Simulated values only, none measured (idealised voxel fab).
Title: Process Module voxel air gaps
Shown is cross-section cut, with a width of 295 nm and square cells of size 5 nm.
Square cells in a grid make up a cross-section in this document, and the grid is given as bands, listed from the top down, each one or more rows of cells.
Per band: top height and bottom height in nm, followed by the left-to-right materials and their widths in nm; "edge to edge" marks a single material spanning edge to edge, "air" marks empty space.
Heights are reckoned from 0. Under this level, the received wafer is all of one material. The bottommost band is open-ended downward, for example "top 0, no bottom".
A two-number width, for instance "30..40", indicates that the width is equal to the first number in the top row of the band and to the second number in the bottom row, and that it changes by a constant amount per row of cells.
"everything unchanged" -> step changed no cross-section cell.
"Closed void catalog" lists enclosed empty spaces (at least 8 cells, no open path upward to the top), each as width x height at distance from the left edge, in nm.
It should be noted that, on the line of a given step, the content following the step's settings is a remark produced by the simulator itself with respect to that step.
For masked steps, "overlay nm" on the step line gives how far right of plan the mask actually lay; a minus sign means it lay to the left.

# Process steps - plan
1: RECEIVE,material Si
2: CONFORMAL_DEP,material SiO2,thk nm 15
3: CONFORMAL_DEP,material SiCN,thk nm 5
4: DIRECTIONAL_DEP,material SiO2,thk nm 40
5: DIRECTIONAL_DEP,material aC,thk nm 10
6: PATTERN,tone open,mask id LINES,material resist,width nm 15,pitch nm 45,thk nm 30,overlay nm 0
7: DIRECTIONAL_ETCH,etch materials aC,depth nm 10
8: STRIP,etch materials resist
9: DIRECTIONAL_ETCH,etch materials SiO2,depth nm 40
10: STRIP,etch materials aC
11: CONFORMAL_DEP,material TiN,thk nm 5
12: FILL_DEP,material W,thk nm 5
13: CMP,height nm 60
14: EPI,material Ru,thk nm 10
15: SELECTIVE_ETCH,etch materials SiO2,depth nm 50
16: CONFORMAL_DEP,material SiCN,thk nm 5

# Wafer at receipt (post step 1), cross-section
top 0, no bottom = Si edge to edge
Closed void catalog: none

# Cross-sectional image of the first of two wafers at the end of the module, the run having proceeded as planned
top 75, bottom 70 = 80 nm air  135 nm SiCN  80 nm air
top 70, bottom 60 = 80 nm air  5 nm SiCN  35 nm Ru  10 nm SiCN  35 nm Ru  10 nm SiCN  35 nm Ru  5 nm SiCN  80 nm air
top 60, bottom 55 = 80 nm air  15 nm SiCN  5 nm TiN  5 nm W  5 nm TiN  30 nm SiCN  5 nm TiN  5 nm W  5 nm TiN  30 nm SiCN  5 nm TiN  5 nm W  5 nm TiN  15 nm SiCN  80 nm air
top 55, bottom 25 = 90 nm air  5 nm SiCN  5 nm TiN  5 nm W  5 nm TiN  5 nm SiCN  20 nm air  5 nm SiCN  5 nm TiN  5 nm W  5 nm TiN  5 nm SiCN  20 nm air  5 nm SiCN  5 nm TiN  5 nm W  5 nm TiN  5 nm SiCN  90 nm air
top 25, bottom 20 = 95 nm SiCN  15 nm TiN  30 nm SiCN  15 nm TiN  30 nm SiCN  15 nm TiN  95 nm SiCN
top 20, bottom 15 = SiCN edge to edge
top 15, bottom 0 = SiO2 edge to edge
top 0, no bottom = Si edge to edge
Closed void catalog: 20 x 30 at 115; 20 x 30 at 160

# This cross-section belongs to the second wafer of two at the end of the module; the start and the plan were shared with the first, and the run included one mistake
top 75, bottom 70 = 80 nm air  140 nm SiCN  75 nm air
top 70, bottom 60 = 80 nm air  5 nm SiCN  40 nm Ru  5 nm SiCN  40 nm Ru  5 nm SiCN  40 nm Ru  5 nm SiCN  75 nm air
top 60, bottom 55 = 80 nm air  15 nm SiCN  5 nm TiN  10 nm W  5 nm TiN  25 nm SiCN  5 nm TiN  10 nm W  5 nm TiN  25 nm SiCN  5 nm TiN  10 nm W  5 nm TiN  15 nm SiCN  75 nm air
top 55, bottom 25 = 90 nm air  5 nm SiCN  5 nm TiN  10 nm W  5 nm TiN  5 nm SiCN  15 nm air  5 nm SiCN  5 nm TiN  10 nm W  5 nm TiN  5 nm SiCN  15 nm air  5 nm SiCN  5 nm TiN  10 nm W  5 nm TiN  5 nm SiCN  85 nm air
top 25, bottom 20 = 95 nm SiCN  20 nm TiN  25 nm SiCN  20 nm TiN  25 nm SiCN  20 nm TiN  90 nm SiCN
top 20, bottom 15 = SiCN edge to edge
top 15, bottom 0 = SiO2 edge to edge
top 0, no bottom = Si edge to edge
Closed void catalog: 15 x 30 at 120; 15 x 30 at 165
What went wrong in running the wafer? step 6: run off-plan, actual operation and settings PATTERN,tone open,mask id LINES,material resist,width nm 20,pitch nm 45,thk nm 30,overlay nm 0
Per the end-of-run cell counts, the second wafer holds more or fewer of some materials than the first: +6 Ru, -8 SiCN, +3 TiN, +21 W
